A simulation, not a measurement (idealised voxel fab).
You're looking at the process module voxel self aligned contacts.
We display cut, a cross-section 300 nm in width whose square cells are each 5 nm.
Each cross-section below is a grid of square cells, stated as bands in top-down order, with one or more rows of cells making up each band.
A band entry consists of two parts. The first gives the height of the band's top and the height of its bottom, in nm. The rest lists the band's materials from left to right, each with its width in nm. A single material labelled with the word "all across" fills the band from edge to edge, and the word "air" marks empty space.
Zero point of the height axis is 0; under it, received wafer = one material. Lowest band: continues down indefinitely, "0 down".
With a width like "30..40", each row of cells in the band differs from the next by the same amount, the top row carrying the first number and the bottom row the second.
It should be understood that the words "nothing different", when stated for a given step, signify that the cross-section underwent no change in any of its cells during that step.
Entry "Sealed voids". Content: empty spaces with no open connection to the top, size 8 cells or greater. Each: width x height at distance. Distance: from left edge. Unit: nm.
Anything after a step's settings on that line? It's the simulator's own note about the step.
"overlay nm", when on a step's line for a step with a mask, measures how far to the right of its planned place the mask lay; a negative measure means to the left.

These are the steps we planned for the process:
1. RECEIVE (material Si)
2. OXIDIZE (depth nm 5)
3. DIRECTIONAL_DEP (material polySi; thk nm 30)
4. DIRECTIONAL_DEP (material SiN; thk nm 20)
5. DIRECTIONAL_DEP (material aC; thk nm 15)
6. PATTERN (tone cover; mask id GATE; material resist; width nm 35; pitch nm 80; thk nm 35; overlay nm 0)
7. DIRECTIONAL_ETCH (etch materials aC; depth nm 15)
8. STRIP (etch materials resist)
9. DIRECTIONAL_ETCH (etch materials SiN; depth nm 20)
10. DIRECTIONAL_ETCH (etch materials polySi; depth nm 30)
11. STRIP (etch materials aC)
12. CONFORMAL_DEP (material SiN; thk nm 10)
13. DIRECTIONAL_ETCH (etch materials SiN; depth nm 10)
14. FILL_DEP (material SiO2; thk nm 20)
15. CMP (height nm 60)
16. PATTERN (tone open; mask id CONTACT; material resist; width nm 65; thk nm 15; overlay nm 0)
17. DIRECTIONAL_ETCH (etch materials SiO2; depth nm 65)
18. STRIP (etch materials resist)
19. CONFORMAL_DEP (material TiN; thk nm 5)
20. FILL_DEP (material W; thk nm 5)
21. CMP (height nm 60)
22. CONFORMAL_DEP (material SiN; thk nm 5)

Incoming wafer in cross-section (state: after step 1):
	0 down  Si all across
	Sealed voids: none

Module complete, cross-section. Starting point and plan per above. One mistake made in running the module:
	65 to 60  SiN all across
	60 to 50  SiO2 (115); TiN (5..30); W (55..5); TiN (5..30); SiO2 (120)
	50 to 30  SiO2 (75); SiN (65); TiN (5); W (5); TiN (5); SiN (65); SiO2 (80)
	30 to 0  SiO2 (75); SiN (10); polySi (45); SiN (10); TiN (5); W (5); TiN (5); SiN (10); polySi (45); SiN (10); SiO2 (80)
	0 to -5  SiO2 (140); TiN (15); SiO2 (145)
	-5 down  Si all across
	Sealed voids: none
Processing error: for step 6, the planned setting was not used; the step was instead run as PATTERN (tone cover; mask id GATE; material resist; width nm 45; pitch nm 80; thk nm 35; overlay nm 0)
